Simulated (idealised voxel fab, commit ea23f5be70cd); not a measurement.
Presented below is a process module, voxel self aligned contacts.
This is section cut - it's 145 nm across, gridded in 5 nm square cells.
Reading order for cross-sections: top band down to bottom band. Underlying form: a grid of square cells. Band size: one or more rows of cells. Top, bottom (nm), then materials left to right with widths (nm); lone material tagged "edge to edge" fills the whole band edge to edge; "air" = empty space. Heights are measured from 0, the level below which the as-received wafer is all one material; the lowest band has no bottom and continues downward, written as in "0 -> down". Top row gets the first number, bottom row gets the second, and each row in between changes by the same step: that is how a band width like "30->40" works. Given "remained the same" for a step, no cell of the cross-section differs between before and after that step. Heads up: "Sealed void inventory" only lists the empty pockets with no open path to the top that are 8 cells or more, and it writes them as width x height at distance, distance from the left edge, in nm. Formally, on a step line, whatever follows the settings is a remark that the simulator itself makes on the step. overlay nm: mask right of planned place by this much (step with mask). Neg. = left.
Planned step list for the process:
| 1 | RECEIVE | material Si |
| 2 | OXIDIZE | depth nm 5 |
| 3 | DIRECTIONAL_DEP | material polySi | thk nm 20 |
| 4 | DIRECTIONAL_DEP | material SiN | thk nm 25 |
| 5 | DIRECTIONAL_DEP | material aC | thk nm 10 |
| 6 | PATTERN | tone cover | mask id GATE | material resist | width nm 35 | pitch nm 75 | thk nm 25 | overlay nm 0 |
| 7 | DIRECTIONAL_ETCH | etch materials aC | depth nm 5 |
| 8 | STRIP | etch materials resist |
| 9 | DIRECTIONAL_ETCH | etch materials SiN | depth nm 25 |
| 10 | DIRECTIONAL_ETCH | etch materials polySi | depth nm 20 |
| 11 | STRIP | etch materials aC |
| 12 | CONFORMAL_DEP | material SiN | thk nm 10 |
| 13 | DIRECTIONAL_ETCH | etch materials SiN | depth nm 10 |
| 14 | FILL_DEP | material SiO2 | thk nm 15 |
| 15 | CMP | height nm 55 |
| 16 | MASKED_ETCH | tone open | mask id CONTACT | width nm 50 | etch materials SiO2 | depth nm 60 | overlay nm 0 |
| 17 | CONFORMAL_DEP | material TiN | thk nm 5 |
| 18 | FILL_DEP | material Ru | thk nm 5 |
| 19 | CMP | height nm 55 |
| 20 | CONFORMAL_DEP | material SiCN | thk nm 5 |
Same starting wafers, different depth nm at step 7. Plan value belongs to the first wafer.
This is how the first of several wafers looked in cross-section when it arrived, which is after step 1:
  0 -> down  Si edge to edge
  Sealed void inventory: none
Module end state after final step 20: cross-section of the first of several wafers:
  60 -> 55  SiCN edge to edge
  55 -> 50  SiO2=45 | TiN=5 | Ru=40 | TiN=5 | SiO2=50
  50 -> 45  SiO2=45 | TiN=50 | SiO2=50
  45 -> 20  SiN edge to edge
  20 -> 0  polySi edge to edge
  0 -> -5  SiO2 edge to edge
  -5 -> down  Si edge to edge
  Sealed void inventory: none
Final wafer of several, shown in cross-section at the end of the module:
  60 -> 55  SiCN edge to edge
  55 -> 45  SiO2=45 | TiN=5->20 | Ru=40->10 | TiN=5->20 | SiO2=50
  45 -> 20  SiO2=5 | SiN=55 | TiN=5 | Ru=10 | TiN=5 | SiN=55 | SiO2=10
  20 -> 0  SiO2=5 | SiN=10 | polySi=35 | SiN=10 | TiN=5 | Ru=10 | TiN=5 | SiN=10 | polySi=35 | SiN=10 | SiO2=10
  0 -> -5  SiO2=60 | TiN=20 | SiO2=65
  -5 -> down  Si edge to edge
  Sealed void inventory: none
Where each wafer stands at the end of the module, a row apiece: cells of each material gained (+) or lost (-) since it was received, then closed voids:
depth nm 5; +8 Ru; -29 Si; +29 SiCN; +145 SiN; +67 SiO2; +12 TiN; +116 polySi; Sealed void inventory: none
depth nm 10; +28 Ru; -29 Si; +29 SiCN; +142 SiN; +90 SiO2; +32 TiN; +56 polySi; Sealed void inventory: none
depth nm 15; +28 Ru; -29 Si; +29 SiCN; +142 SiN; +90 SiO2; +32 TiN; +56 polySi; Sealed void inventory: none
depth nm 20; +28 Ru; -29 Si; +29 SiCN; +142 SiN; +90 SiO2; +32 TiN; +56 polySi; Sealed void inventory: none
depth nm 25; +28 Ru; -29 Si; +29 SiCN; +142 SiN; +90 SiO2; +32 TiN; +56 polySi; Sealed void inventory: none
